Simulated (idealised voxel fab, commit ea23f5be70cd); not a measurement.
process module | voxel self aligned vias
cross-section cut | 195 nm wide | cells 5 nm
A cross-section is a grid of square cells, given in bands from the top down. A band is one or more rows of cells.
Each band's line starts with the height of the band's top and of its bottom, in nm. Then come its materials from left to right, each with its width in nm. One material with "throughout" fills the band from edge to edge. "air" is empty space.
Height 0 is the level under which the wafer as received is all one material. The lowest band goes on downwards, as in "0 down".
A width such as "30 to 40" changes by the same amount from each row of cells to the next, from the band's top row to its bottom row.
"no change" after a step means that no cell of the cross-section changed.
closed voids: empty space of 8 cells or more with no open way to the top, each as width x height at its distance from the left edge, in nm
after a step's settings: what the simulator itself notes on the step
overlay nm, on a step with a mask: how far to the right of its planned place the mask lay; to the left if negative
plan
1 op RECEIVE | material Si
2 op CONFORMAL_DEP | material SiO2 | thk nm 10
3 op CONFORMAL_DEP | material SiCN | thk nm 5
4 op DIRECTIONAL_DEP | material SiO2 | thk nm 30
5 op MASKED_ETCH | tone open | mask id LINES | width nm 20 | pitch nm 60 | etch materials SiO2 | depth nm 30 | overlay nm 0
6 op CONFORMAL_DEP | material TiN | thk nm 5
7 op FILL_DEP | material Ru | thk nm 10
8 op CMP | height nm 45
9 op SELECTIVE_ETCH | etch materials W Ru TiN | depth nm 5
10 op FILL_DEP | material SiN | thk nm 5
11 op CMP | height nm 45
12 op DIRECTIONAL_DEP | material SiO2 | thk nm 20
13 op DIRECTIONAL_DEP | material aC | thk nm 10
14 op PATTERN | tone open | mask id VIAS | material resist | width nm 40 | pitch nm 60 | thk nm 30 | overlay nm 0
15 op DIRECTIONAL_ETCH | etch materials aC | depth nm 10
16 op STRIP | etch materials resist
17 op DIRECTIONAL_ETCH | etch materials SiO2 | depth nm 20
18 op DIRECTIONAL_ETCH | etch materials SiN | depth nm 5
19 op STRIP | etch materials aC
20 op CONFORMAL_DEP | material TiN | thk nm 5
21 op FILL_DEP | material W | thk nm 10
22 op CMP | height nm 65
23 op CONFORMAL_DEP | material SiCN | thk nm 5
as received, after step 1
  0 down: Si throughout
  closed voids: none
first wafer at the end, as planned
  70 to 65: SiCN throughout
  65 to 50: SiO2 45 | TiN 5 | W 30 | TiN 5 | SiO2 20 | TiN 5 | W 30 | TiN 5 | SiO2 50
  50 to 45: SiO2 45 | TiN 15 | W 10 | TiN 15 | SiO2 20 | TiN 15 | W 10 | TiN 15 | SiO2 50
  45 to 40: SiO2 55 | TiN 20 | SiO2 40 | TiN 20 | SiO2 60
  40 to 20: SiO2 55 | TiN 5 | Ru 10 | TiN 5 | SiO2 40 | TiN 5 | Ru 10 | TiN 5 | SiO2 60
  20 to 15: SiO2 55 | TiN 20 | SiO2 40 | TiN 20 | SiO2 60
  15 to 10: SiCN throughout
  10 to 0: SiO2 throughout
  0 down: Si throughout
  closed voids: none
second wafer at the end: like start, like plan, one mistake
  70 to 65: SiCN throughout
  65 to 50: SiO2 45 | TiN 5 | W 30 | TiN 5 | SiO2 20 | TiN 5 | W 30 | TiN 5 | SiO2 50
  50 to 45: SiO2 45 | TiN 15 | W 10 | TiN 15 | SiO2 20 | TiN 15 | W 10 | TiN 15 | SiO2 50
  45 to 40: SiO2 55 | TiN 20 | SiO2 40 | TiN 20 | SiO2 60
  40 to 30: SiO2 55 | TiN 5 | Ru 10 | TiN 5 | SiO2 40 | TiN 5 | Ru 10 | TiN 5 | SiO2 60
  30 to 25: SiO2 55 | TiN 20 | SiO2 40 | TiN 20 | SiO2 60
  25 to 10: SiCN throughout
  10 to 0: SiO2 throughout
  0 down: Si throughout
  closed voids: none
what went wrong: step 3 ran as: op CONFORMAL_DEP | material SiCN | thk nm 15
at the end the second wafer has, in cells: 8 fewer of Ru | 78 more of SiCN | 62 fewer of SiO2 | 8 fewer of TiN
